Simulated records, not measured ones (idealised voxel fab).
Process module in this document: voxel ribs on slabs
Cross-sectional view cut (width: 155 nm; square cell size: 5 nm).
Each cross-section below is a grid of square cells, stated as bands in top-down order, with one or more rows of cells making up each band.
First you get the band's top height and its bottom height, in nm, and then the materials it's made of, left to right, with each width in nm. If you see a single material with "full width", that one covers the band edge to edge. "empty" is empty space.
Heads up on the height convention: 0 is the point under which the incoming wafer is all one material, and the lowest band has no bottom, it just keeps going down, like "top 0, no bottom".
Quick explanation for "30..40": the width changes in equal steps down the rows of cells, from the first number in the band's top row to the second number in its bottom row.
Take "no modifications" at face value: in the step it is given for, the cross-section changed in none of its cells.
Heads up: "Closed internal cavities" only lists the empty pockets with no open path to the top that are 8 cells or more, and it writes them as width x height at distance, distance from the left edge, in nm.
On each step's line, the part that comes after the settings is the simulator's own comment on the step.
"overlay nm" on a masked step: distance the mask lay right of its planned place, negative for left.

### Listed below are the process steps as planned
1) RECEIVE,material Si
2) DIRECTIONAL_DEP,material SiO2,thk nm 30
3) DIRECTIONAL_DEP,material polySi,thk nm 25
4) PATTERN,tone cover,mask id RIB,material resist,width nm 30,thk nm 15,overlay nm 0
5) DIRECTIONAL_ETCH,etch materials polySi,depth nm 10
6) STRIP,etch materials resist
7) MASKED_ETCH,tone cover,mask id SLAB,width nm 60,etch materials polySi,depth nm 15,overlay nm 0
8) FILL_DEP,material SiO2,thk nm 25
9) CMP,height nm 70
10) DIRECTIONAL_DEP,material W,thk nm 10
11) PATTERN,tone cover,mask id HEATER,material resist,width nm 40,thk nm 15,overlay nm 0
12) DIRECTIONAL_ETCH,etch materials W,depth nm 10
13) STRIP,etch materials resist
14) CONFORMAL_DEP,material SiO2,thk nm 10

### The first of a set of two wafers, run to plan

### Incoming wafer, cross-sectional view, post step 1
  top 0, no bottom: Si full width
  Closed internal cavities: none

### Cross-section of the wafer subsequent to step 2
  top 30, bottom 0: SiO2 full width
  Unchanged below 0.

### Cross-section of the wafer subsequent to step 3
  top 55, bottom 30: polySi full width
  Unchanged below 30.

### Cross-section of the wafer subsequent to step 4
  top 70, bottom 55: empty 60 nm; resist 30 nm; empty 65 nm
  Unchanged below 55.

### Cross-section of the wafer subsequent to step 5
  top 70, bottom 55: empty 60 nm; resist 30 nm; empty 65 nm
  top 55, bottom 45: empty 60 nm; polySi 30 nm; empty 65 nm
  Unchanged below 45.

### Cross-section of the wafer subsequent to step 6
  top 55, bottom 45: empty 60 nm; polySi 30 nm; empty 65 nm
  Unchanged below 45.

### Cross-section of the wafer subsequent to step 7
  top 55, bottom 45: empty 60 nm; polySi 30 nm; empty 65 nm
  top 45, bottom 30: empty 45 nm; polySi 60 nm; empty 50 nm
  Unchanged below 30.

### Cross-section of the wafer subsequent to step 8
  top 80, bottom 55: SiO2 full width
  top 55, bottom 45: SiO2 60 nm; polySi 30 nm; SiO2 65 nm
  top 45, bottom 30: SiO2 45 nm; polySi 60 nm; SiO2 50 nm
  Unchanged below 30.

### Cross-section of the wafer subsequent to step 9
  top 70, bottom 55: SiO2 full width
  Unchanged below 55.

### Cross-section of the wafer subsequent to step 10
  top 80, bottom 70: W full width
  Unchanged below 70.

### Cross-section of the wafer subsequent to step 11
  top 95, bottom 80: empty 55 nm; resist 40 nm; empty 60 nm
  Unchanged below 80.

### Cross-section of the wafer subsequent to step 12
  top 95, bottom 80: empty 55 nm; resist 40 nm; empty 60 nm
  top 80, bottom 70: empty 55 nm; W 40 nm; empty 60 nm
  Unchanged below 70.

### Cross-section of the wafer subsequent to step 13
  top 80, bottom 70: empty 55 nm; W 40 nm; empty 60 nm
  Unchanged below 70.

### Cross-section of the wafer subsequent to step 14
  top 90, bottom 80: empty 45 nm; SiO2 60 nm; empty 50 nm
  top 80, bottom 70: SiO2 55 nm; W 40 nm; SiO2 60 nm
  Unchanged below 70.

### What follows concerns the second wafer, which started out like the first and was meant to follow the very same plan; one mistake crept in when it was run, but everything up to and including step 6 is the same as for the first wafer

### Second wafer profile in section, at the moment step 7 of the plan was meant to be complete
  top 55, bottom 45: empty 60 nm; polySi 30 nm; empty 65 nm
  top 45, bottom 40: empty 45 nm; polySi 60 nm; empty 50 nm
  Unchanged below 40.

### Second wafer profile in section, at the moment step 8 of the plan was meant to be complete
  top 80, bottom 55: SiO2 full width
  top 55, bottom 45: SiO2 60 nm; polySi 30 nm; SiO2 65 nm
  top 45, bottom 40: SiO2 45 nm; polySi 60 nm; SiO2 50 nm
  Unchanged below 40.

### Second wafer profile in section, at the moment step 9 of the plan was meant to be complete
  top 70, bottom 55: SiO2 full width
  Unchanged below 55.

### Second wafer profile in section, at the moment step 10 of the plan was meant to be complete
  top 80, bottom 70: W full width
  Unchanged below 70.

### Second wafer profile in section, at the moment step 11 of the plan was meant to be complete
  top 95, bottom 80: empty 55 nm; resist 40 nm; empty 60 nm
  Unchanged below 80.

### Second wafer profile in section, at the moment step 12 of the plan was meant to be complete
  top 95, bottom 80: empty 55 nm; resist 40 nm; empty 60 nm
  top 80, bottom 70: empty 55 nm; W 40 nm; empty 60 nm
  Unchanged below 70.

### Second wafer profile in section, at the moment step 13 of the plan was meant to be complete
  top 80, bottom 70: empty 55 nm; W 40 nm; empty 60 nm
  Unchanged below 70.

### Second wafer profile in section, at the moment step 14 of the plan was meant to be complete
  top 90, bottom 80: empty 45 nm; SiO2 60 nm; empty 50 nm
  top 80, bottom 70: SiO2 55 nm; W 40 nm; SiO2 60 nm
  Unchanged below 70.
It is concluded that the wafer was processed incorrectly with respect to the plan, in that step 7 did not happen as planned, as run it was MASKED_ETCH,tone cover,mask id SLAB,width nm 60,etch materials polySi,depth nm 5,overlay nm 0
Final difference in cells, second wafer against first, listed per material as more or fewer: 38 fewer of SiO2, 38 more of polySi
